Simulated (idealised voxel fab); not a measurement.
The process module that follows is named voxel self aligned vias.
This is section cut - it's 140 nm across, gridded in 5 nm square cells.
A cross-section is written here as square cells arranged in a grid, and it is given in bands from the top down, each band taking up one or more rows of cells. Band entry format. Leading values: height of top, height of bottom, nm. Remainder: materials in left-to-right order, each with its width in nm. Special words: "all across" on a single material, which then fills the band edge to edge; "air", empty space. We count height from 0. Below that, the starting wafer is all one material. The lowest band never ends at the bottom but goes on down; see "top 0, no bottom" for how that is written. Width spec "30 to 40" -> top row of cells at first value, bottom row at second value, equal per-row change in between. Step marked "no alterations made"? Then no cell in the cross-section changed in it. Empty spaces without an open route to the top, at least 8 cells in extent, make up the entry "Sealed internal voids"; each is given as width x height at distance, where the distance is measured from the left edge, and all are in nm. What comes after the settings on a step's line is commentary from the simulator itself on that step. Each step line may optionally specify "overlay nm", which for a step with a mask gives the rightward distance between the mask's planned place and where it lay, a negative value indicating the leftward direction.

### Process steps - plan
1: op RECEIVE | material Si
2: op CONFORMAL_DEP | material SiO2 | thk nm 10
3: op CONFORMAL_DEP | material SiCN | thk nm 5
4: op DIRECTIONAL_DEP | material lowk | thk nm 30
5: op PATTERN | tone open | mask id LINES | material resist | width nm 20 | pitch nm 45 | thk nm 20 | overlay nm 0
6: op DIRECTIONAL_ETCH | etch materials lowk | depth nm 30
7: op STRIP | etch materials resist
8: op CONFORMAL_DEP | material TiN | thk nm 5
9: op FILL_DEP | material W | thk nm 10
10: op CMP | height nm 45
11: op SELECTIVE_ETCH | etch materials W Ru TiN | depth nm 10
12: op FILL_DEP | material SiN | thk nm 5
13: op CMP | height nm 45
14: op DIRECTIONAL_DEP | material lowk | thk nm 20
15: op DIRECTIONAL_DEP | material aC | thk nm 10
16: op PATTERN | tone open | mask id VIAS | material resist | width nm 30 | pitch nm 45 | thk nm 25 | overlay nm 0
17: op DIRECTIONAL_ETCH | etch materials aC | depth nm 10
18: op STRIP | etch materials resist
19: op DIRECTIONAL_ETCH | etch materials lowk | depth nm 20
20: op DIRECTIONAL_ETCH | etch materials SiN | depth nm 10
21: op STRIP | etch materials aC
22: op CONFORMAL_DEP | material TiN | thk nm 5
23: op FILL_DEP | material Cu | thk nm 10
24: op CMP | height nm 65
25: op CONFORMAL_DEP | material SiCN | thk nm 5

### Of two wafers, the first: run according to plan

### Step 1 complete: cross-section of the wafer as received
top 0, no bottom: Si all across
Sealed internal voids: none

### Step 2 complete: cross-section through the wafer
top 10, bottom 0: SiO2 all across
below 0: unchanged

### Step 3 complete: cross-section through the wafer
top 15, bottom 10: SiCN all across
below 10: unchanged

### Step 4 complete: cross-section through the wafer
top 45, bottom 15: lowk all across
below 15: unchanged

### Step 5 complete: cross-section through the wafer
top 65, bottom 45: 35 of resist; 20 of air; 25 of resist; 20 of air; 40 of resist
below 45: unchanged

### Step 6 complete: cross-section through the wafer
top 65, bottom 45: 35 of resist; 20 of air; 25 of resist; 20 of air; 40 of resist
top 45, bottom 15: 35 of lowk; 20 of air; 25 of lowk; 20 of air; 40 of lowk
below 15: unchanged

### Step 7 complete: cross-section through the wafer
top 45, bottom 15: 35 of lowk; 20 of air; 25 of lowk; 20 of air; 40 of lowk
below 15: unchanged

### Step 8 complete: cross-section through the wafer
top 50, bottom 45: 40 of TiN; 10 of air; 35 of TiN; 10 of air; 45 of TiN
top 45, bottom 20: 35 of lowk; 5 of TiN; 10 of air; 5 of TiN; 25 of lowk; 5 of TiN; 10 of air; 5 of TiN; 40 of lowk
top 20, bottom 15: 35 of lowk; 20 of TiN; 25 of lowk; 20 of TiN; 40 of lowk
below 15: unchanged

### Step 9 complete: cross-section through the wafer
top 60, bottom 50: W all across
top 50, bottom 45: 40 of TiN; 10 of W; 35 of TiN; 10 of W; 45 of TiN
top 45, bottom 20: 35 of lowk; 5 of TiN; 10 of W; 5 of TiN; 25 of lowk; 5 of TiN; 10 of W; 5 of TiN; 40 of lowk
below 20: unchanged

### Step 10 complete: cross-section through the wafer
top 45, bottom 20: 35 of lowk; 5 of TiN; 10 of W; 5 of TiN; 25 of lowk; 5 of TiN; 10 of W; 5 of TiN; 40 of lowk
below 20: unchanged

### Step 11 complete: cross-section through the wafer
top 45, bottom 35: 35 of lowk; 20 of air; 25 of lowk; 20 of air; 40 of lowk
below 35: unchanged

### Step 12 complete: cross-section through the wafer
top 50, bottom 45: SiN all across
top 45, bottom 35: 35 of lowk; 20 of SiN; 25 of lowk; 20 of SiN; 40 of lowk
below 35: unchanged

### Step 13 complete: cross-section through the wafer
top 45, bottom 35: 35 of lowk; 20 of SiN; 25 of lowk; 20 of SiN; 40 of lowk
below 35: unchanged

### Step 14 complete: cross-section through the wafer
top 65, bottom 45: lowk all across
below 45: unchanged

### Step 15 complete: cross-section through the wafer
top 75, bottom 65: aC all across
below 65: unchanged

### Step 16 complete: cross-section through the wafer
top 100, bottom 75: 30 of resist; 30 of air; 15 of resist; 30 of air; 35 of resist
below 75: unchanged

### Step 17 complete: cross-section through the wafer
top 90, bottom 75: 30 of resist; 30 of air; 15 of resist; 30 of air; 35 of resist
top 75, bottom 65: 30 of aC; 30 of air; 15 of aC; 30 of air; 35 of aC
below 65: unchanged

### Step 18 complete: cross-section through the wafer
top 75, bottom 65: 30 of aC; 30 of air; 15 of aC; 30 of air; 35 of aC
below 65: unchanged

### Step 19 complete: cross-section through the wafer
top 75, bottom 65: 30 of aC; 30 of air; 15 of aC; 30 of air; 35 of aC
top 65, bottom 45: 30 of lowk; 30 of air; 15 of lowk; 30 of air; 35 of lowk
below 45: unchanged

### Step 20 complete: cross-section through the wafer
top 75, bottom 65: 30 of aC; 30 of air; 15 of aC; 30 of air; 35 of aC
top 65, bottom 45: 30 of lowk; 30 of air; 15 of lowk; 30 of air; 35 of lowk
top 45, bottom 35: 35 of lowk; 20 of air; 25 of lowk; 20 of air; 40 of lowk
below 35: unchanged

### Step 21 complete: cross-section through the wafer
top 65, bottom 45: 30 of lowk; 30 of air; 15 of lowk; 30 of air; 35 of lowk
below 45: unchanged

### Step 22 complete: cross-section through the wafer
top 70, bottom 65: 35 of TiN; 20 of air; 25 of TiN; 20 of air; 40 of TiN
top 65, bottom 50: 30 of lowk; 5 of TiN; 20 of air; 5 of TiN; 15 of lowk; 5 of TiN; 20 of air; 5 of TiN; 35 of lowk
top 50, bottom 40: 30 to 35 of lowk; 10 to 5 of TiN; 10 of air; 10 to 5 of TiN; 15 to 25 of lowk; 10 to 5 of TiN; 10 of air; 10 to 5 of TiN; 35 to 40 of lowk
top 40, bottom 35: 35 of lowk; 20 of TiN; 25 of lowk; 20 of TiN; 40 of lowk
below 35: unchanged

### Step 23 complete: cross-section through the wafer
top 80, bottom 70: Cu all across
top 70, bottom 65: 35 of TiN; 20 of Cu; 25 of TiN; 20 of Cu; 40 of TiN
top 65, bottom 50: 30 of lowk; 5 of TiN; 20 of Cu; 5 of TiN; 15 of lowk; 5 of TiN; 20 of Cu; 5 of TiN; 35 of lowk
top 50, bottom 40: 30 to 35 of lowk; 10 to 5 of TiN; 10 of Cu; 10 to 5 of TiN; 15 to 25 of lowk; 10 to 5 of TiN; 10 of Cu; 10 to 5 of TiN; 35 to 40 of lowk
below 40: unchanged

### Step 24 complete: cross-section through the wafer
top 65, bottom 50: 30 of lowk; 5 of TiN; 20 of Cu; 5 of TiN; 15 of lowk; 5 of TiN; 20 of Cu; 5 of TiN; 35 of lowk
below 50: unchanged

### Step 25 complete: cross-section through the wafer
top 70, bottom 65: SiCN all across
below 65: unchanged

### Second wafer. Start and plan as for the first. One mistake made in running. Agrees with the first up to and including step 2

### Planned end of step 3: second wafer, cross-section
top 40, bottom 10: lowk all across
below 10: unchanged

### Planned end of step 4: second wafer, cross-section
top 45, bottom 40: SiCN all across
below 40: unchanged

### Planned end of step 5: second wafer, cross-section
top 65, bottom 45: 35 of resist; 20 of air; 25 of resist; 20 of air; 40 of resist
below 45: unchanged

Planned end of step 6: second wafer, cross-section: no alterations made

### Planned end of step 7: second wafer, cross-section
top 45, bottom 40: SiCN all across
below 40: unchanged

### Planned end of step 8: second wafer, cross-section
top 50, bottom 45: TiN all across
below 45: unchanged

### Planned end of step 9: second wafer, cross-section
top 60, bottom 50: W all across
below 50: unchanged

### Planned end of step 10: second wafer, cross-section
top 45, bottom 40: SiCN all across
below 40: unchanged

Planned end of step 11: second wafer, cross-section: no alterations made

### Planned end of step 12: second wafer, cross-section
top 50, bottom 45: SiN all across
below 45: unchanged

### Planned end of step 13: second wafer, cross-section
top 45, bottom 40: SiCN all across
below 40: unchanged

### Planned end of step 14: second wafer, cross-section
top 65, bottom 45: lowk all across
below 45: unchanged

### Planned end of step 15: second wafer, cross-section
top 75, bottom 65: aC all across
below 65: unchanged

### Planned end of step 16: second wafer, cross-section
top 100, bottom 75: 30 of resist; 30 of air; 15 of resist; 30 of air; 35 of resist
below 75: unchanged

### Planned end of step 17: second wafer, cross-section
top 90, bottom 75: 30 of resist; 30 of air; 15 of resist; 30 of air; 35 of resist
top 75, bottom 65: 30 of aC; 30 of air; 15 of aC; 30 of air; 35 of aC
below 65: unchanged

### Planned end of step 18: second wafer, cross-section
top 75, bottom 65: 30 of aC; 30 of air; 15 of aC; 30 of air; 35 of aC
below 65: unchanged

### Planned end of step 19: second wafer, cross-section
top 75, bottom 65: 30 of aC; 30 of air; 15 of aC; 30 of air; 35 of aC
top 65, bottom 45: 30 of lowk; 30 of air; 15 of lowk; 30 of air; 35 of lowk
below 45: unchanged

Planned end of step 20: second wafer, cross-section: no alterations made

### Planned end of step 21: second wafer, cross-section
top 65, bottom 45: 30 of lowk; 30 of air; 15 of lowk; 30 of air; 35 of lowk
below 45: unchanged

### Planned end of step 22: second wafer, cross-section
top 70, bottom 65: 35 of TiN; 20 of air; 25 of TiN; 20 of air; 40 of TiN
top 65, bottom 50: 30 of lowk; 5 of TiN; 20 of air; 5 of TiN; 15 of lowk; 5 of TiN; 20 of air; 5 of TiN; 35 of lowk
top 50, bottom 45: 30 of lowk; 30 of TiN; 15 of lowk; 30 of TiN; 35 of lowk
below 45: unchanged

### Planned end of step 23: second wafer, cross-section
top 80, bottom 70: Cu all across
top 70, bottom 65: 35 of TiN; 20 of Cu; 25 of TiN; 20 of Cu; 40 of TiN
top 65, bottom 50: 30 of lowk; 5 of TiN; 20 of Cu; 5 of TiN; 15 of lowk; 5 of TiN; 20 of Cu; 5 of TiN; 35 of lowk
below 50: unchanged

### Planned end of step 24: second wafer, cross-section
top 65, bottom 50: 30 of lowk; 5 of TiN; 20 of Cu; 5 of TiN; 15 of lowk; 5 of TiN; 20 of Cu; 5 of TiN; 35 of lowk
below 50: unchanged

### Planned end of step 25: second wafer, cross-section
top 70, bottom 65: SiCN all across
below 65: unchanged
Where did the run depart from the plan? ran 3 and 4 in swapped order versus the plan
at the end the second wafer has, in cells: 8 fewer of Cu; 28 fewer of TiN; 12 fewer of W; 48 more of lowk
